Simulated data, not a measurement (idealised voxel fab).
You're looking at the process module voxel transistor to metal.
Each square cell in cross-section cut measures 5 nm, and the section as a whole is 285 nm wide.
Cross-section = grid of square cells, listed top down in bands; band = one or more rows.
A band entry consists of two parts. The first gives the height of the band's top and the height of its bottom, in nm. The rest lists the band's materials from left to right, each with its width in nm. A single material labelled with the word "full width" fills the band from edge to edge, and the word "blank" marks empty space.
Basically, 0 is our baseline, since under it the wafer straight out of the box is all one material. The bottom band has no lower end and keeps on going down, so it looks like "0..down".
Per-row width for "30->40": begins at first number (top row of band), ends at second number (bottom row), increment between rows held constant.
Given "nothing changed" for a step, no cell of the cross-section differs between before and after that step.
"Closed internal voids": sealed empty spaces, 8 cells or more, no open way to top, listed width x height at distance, with distance from the left edge and width, height and distance in nm.
On a step's line, text after the settings is the simulator commenting on that step.
overlay nm: how far to the right of its planned place the mask lay on this masked step (negative: to the left).

The process steps that were planned are listed below
1: RECEIVE | material Si
2: OXIDIZE | depth nm 5
3: CONFORMAL_DEP | material SiN | thk nm 10
4: PATTERN | tone cover | mask id ACTIVE | material resist | width nm 100 | pitch nm 125 | thk nm 20 | overlay nm 0
5: DIRECTIONAL_ETCH | etch materials SiN | depth nm 10
6: DIRECTIONAL_ETCH | etch materials SiO2 | depth nm 5
7: DIRECTIONAL_ETCH | etch materials Si | depth nm 25
8: STRIP | etch materials resist
9: FILL_DEP | material SiO2 | thk nm 10
10: CMP | height nm 10
11: SELECTIVE_ETCH | etch materials SiO2 | depth nm 5
12: STRIP | etch materials SiN
13: SELECTIVE_ETCH | etch materials SiO2 | depth nm 5
14: OXIDIZE | depth nm 5
15: DIRECTIONAL_DEP | material polySi | thk nm 25
16: DIRECTIONAL_DEP | material SiCN | thk nm 10
17: DIRECTIONAL_DEP | material aC | thk nm 10
18: PATTERN | tone cover | mask id GATE | material resist | width nm 20 | pitch nm 125 | thk nm 30 | overlay nm 0
19: DIRECTIONAL_ETCH | etch materials aC | depth nm 10
20: STRIP | etch materials resist
21: DIRECTIONAL_ETCH | etch materials SiCN | depth nm 20
22: DIRECTIONAL_ETCH | etch materials polySi | depth nm 35
23: STRIP | etch materials aC
24: CONFORMAL_DEP | material SiN | thk nm 10
25: DIRECTIONAL_ETCH | etch materials SiN | depth nm 10
26: DIRECTIONAL_ETCH | etch materials SiO2 | depth nm 5
27: EPI | material SiGe | thk nm 5
28: FILL_DEP | material SiO2 | thk nm 10
29: CMP | height nm 30
30: DIRECTIONAL_DEP | material SiO2 | thk nm 15
31: MASKED_ETCH | tone open | mask id CONTACT | width nm 30 | etch materials SiO2 | depth nm 50 | overlay nm 0
32: CONFORMAL_DEP | material TiN | thk nm 5
33: FILL_DEP | material W | thk nm 10
34: CMP | height nm 45
35: CONFORMAL_DEP | material SiCN | thk nm 5
36: DIRECTIONAL_DEP | material lowk | thk nm 25
37: MASKED_ETCH | tone open | mask id METAL_1 | width nm 15 | etch materials lowk | depth nm 25 | overlay nm 0
38: MASKED_ETCH | tone open | mask id METAL_1 | width nm 15 | etch materials SiCN | depth nm 5 | overlay nm 0
39: CONFORMAL_DEP | material TiN | thk nm 5
40: FILL_DEP | material Ru | thk nm 10
41: CMP | height nm 75
42: EPI | material Ru | thk nm 5
43: FILL_DEP | material SiCN | thk nm 5

Incoming wafer, cross-sectional view, post step 1
  0..down  Si full width
  Closed internal voids: none

The module was run from the start shown above using the plan shown above, but one mistake was made doing it; the resulting wafer cross-section is below
  85..80  SiCN full width
  80..75  30 SiCN | 25 Ru | 50 SiCN | 25 Ru | 25 SiCN | 25 Ru | 50 SiCN | 25 Ru | 30 SiCN
  75..50  35 lowk | 5 TiN | 5 Ru | 5 TiN | 60 lowk | 5 TiN | 5 Ru | 5 TiN | 35 lowk | 5 TiN | 5 Ru | 5 TiN | 60 lowk | 5 TiN | 5 Ru | 5 TiN | 35 lowk
  50..45  35 SiCN | 15 TiN | 60 SiCN | 15 TiN | 35 SiCN | 15 TiN | 60 SiCN | 15 TiN | 35 SiCN
  45..35  35 SiO2 | 5 TiN | 20 W | 5 TiN | 30 SiO2 | 5 TiN | 20 W | 5 TiN | 35 SiO2 | 5 TiN | 20 W | 5 TiN | 30 SiO2 | 5 TiN | 20 W | 5 TiN | 35 SiO2
  35..30  35 SiO2 | 5 TiN | 15 W | 10 TiN | 30 SiO2 | 10 TiN | 15 W | 5 TiN | 35 SiO2 | 5 TiN | 15 W | 10 TiN | 30 SiO2 | 10 TiN | 15 W | 5 TiN | 35 SiO2
  30..20  35 SiO2 | 5 TiN | 15 W | 5 TiN | 10 SiN | 20 SiCN | 10 SiN | 5 TiN | 15 W | 5 TiN | 35 SiO2 | 5 TiN | 15 W | 5 TiN | 10 SiN | 20 SiCN | 10 SiN | 5 TiN | 15 W | 5 TiN | 35 SiO2
  20..15  35 SiO2 | 5 TiN | 15 W | 5 TiN | 10 SiN | 20 polySi | 10 SiN | 5 TiN | 15 W | 5 TiN | 35 SiO2 | 5 TiN | 15 W | 5 TiN | 10 SiN | 20 polySi | 10 SiN | 5 TiN | 15 W | 5 TiN | 35 SiO2
  15..10  35 SiO2 | 25 TiN | 10 SiN | 20 polySi | 10 SiN | 25 TiN | 35 SiO2 | 25 TiN | 10 SiN | 20 polySi | 10 SiN | 25 TiN | 35 SiO2
  10..0  60 SiO2 | 10 SiN | 20 polySi | 10 SiN | 85 SiO2 | 10 SiN | 20 polySi | 10 SiN | 60 SiO2
  0..-5  25 SiO2 | 10 SiN | 25 SiO2 | 10 SiN | 20 polySi | 10 SiN | 25 SiO2 | 10 SiN | 15 SiO2 | 10 SiN | 25 SiO2 | 10 SiN | 20 polySi | 10 SiN | 25 SiO2 | 10 SiN | 25 SiO2
  -5..-10  35 SiO2 | 25 SiGe | 40 SiO2 | 25 SiGe | 35 SiO2 | 25 SiGe | 40 SiO2 | 25 SiGe | 35 SiO2
  -10..-30  30 SiO2 | 100 Si | 25 SiO2 | 100 Si | 30 SiO2
  -30..down  Si full width
  Closed internal voids: none
What was the processing mistake? step 30 of the plan was twice carried out
